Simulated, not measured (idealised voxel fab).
Process module in this document: voxel self aligned contacts
FYI the section here is cut, 255 nm wide, cells are 5 nm squares.
We lay out every cross-section as a grid of square cells and spell it out in bands from the top down, where one band means one or more rows of cells. Heights first: top, then bottom, in nm. Then materials, left to right, each with a width in nm. "everywhere" on a single material: fills the band edge to edge. "blank": empty space. Heights are measured from 0, the level below which the as-received wafer is all one material; the lowest band has no bottom and continues downward, written as in "from 0 down". Think of "30->40" as a width that walks from the first number to the second as you go down the band, top row to bottom row, taking equal-sized steps from row to row. When a step is marked "no alterations made", none of the cells in the cross-section changed during that step. What "Closed void listing" gives you is every empty space of 8 cells or more that is cut off from the top. Each appears as width x height at distance, with the distance taken from the left edge and width, height and distance all in nm. The remark found on a step's line after its settings is issued by the simulator itself and pertains to that step. "overlay nm", when on a step's line for a step with a mask, measures how far to the right of its planned place the mask lay; a negative measure means to the left.

## Planned process steps
1 RECEIVE with material Si
2 OXIDIZE with depth nm 5
3 DIRECTIONAL_DEP with material polySi, thk nm 20
4 DIRECTIONAL_DEP with material SiN, thk nm 20
5 DIRECTIONAL_DEP with material aC, thk nm 10
6 PATTERN with tone cover, mask id GATE, material resist, width nm 35, pitch nm 60, thk nm 30, overlay nm -15
7 DIRECTIONAL_ETCH with etch materials aC, depth nm 10
8 STRIP with etch materials resist
9 DIRECTIONAL_ETCH with etch materials SiN, depth nm 20
10 DIRECTIONAL_ETCH with etch materials polySi, depth nm 20
11 STRIP with etch materials aC
12 CONFORMAL_DEP with material SiN, thk nm 5
13 DIRECTIONAL_ETCH with etch materials SiN, depth nm 5
14 FILL_DEP with material SiO2, thk nm 15
15 CMP with height nm 45
16 DIRECTIONAL_DEP with material aC, thk nm 10
17 PATTERN with tone open, mask id CONTACT, material resist, width nm 35, pitch nm 60, thk nm 25, overlay nm 0
18 DIRECTIONAL_ETCH with etch materials aC, depth nm 10
19 STRIP with etch materials resist
20 DIRECTIONAL_ETCH with etch materials SiO2, depth nm 50
21 STRIP with etch materials aC
22 CONFORMAL_DEP with material TiN, thk nm 5
23 FILL_DEP with material W, thk nm 10
24 CMP with height nm 45
25 CONFORMAL_DEP with material SiCN, thk nm 5
Every wafer here starts from the same state; it is the step 6 overlay nm that distinguishes them, and the value the plan gives belongs to the first wafer.

## This is how the first of several wafers looked in cross-section when it arrived, which is after step 1
  from 0 down  Si everywhere
  Closed void listing: none

## Tabulated below, wafer by wafer, are the end-of-module results: for each material, the number of cells gained (+) or lost (-) relative to the as-received state, followed by the closed voids
overlay nm -15 | -51 Si | +51 SiCN | +132 SiN | +244 SiO2 | +50 TiN | +84 polySi | Closed void listing: none
overlay nm -10 | -51 Si | +51 SiCN | +132 SiN | +226 SiO2 | +50 TiN | +18 W | +84 polySi | Closed void listing: none
overlay nm -5 | -51 Si | +51 SiCN | +132 SiN | +226 SiO2 | +50 TiN | +18 W | +84 polySi | Closed void listing: none
overlay nm 0 | -51 Si | +51 SiCN | +132 SiN | +226 SiO2 | +50 TiN | +18 W | +84 polySi | Closed void listing: none
overlay nm 5 | -51 Si | +51 SiCN | +132 SiN | +226 SiO2 | +50 TiN | +18 W | +84 polySi | Closed void listing: none
overlay nm 10 | -51 Si | +51 SiCN | +132 SiN | +226 SiO2 | +50 TiN | +18 W | +84 polySi | Closed void listing: none
overlay nm 15 | -51 Si | +51 SiCN | +132 SiN | +244 SiO2 | +50 TiN | +84 polySi | Closed void listing: none
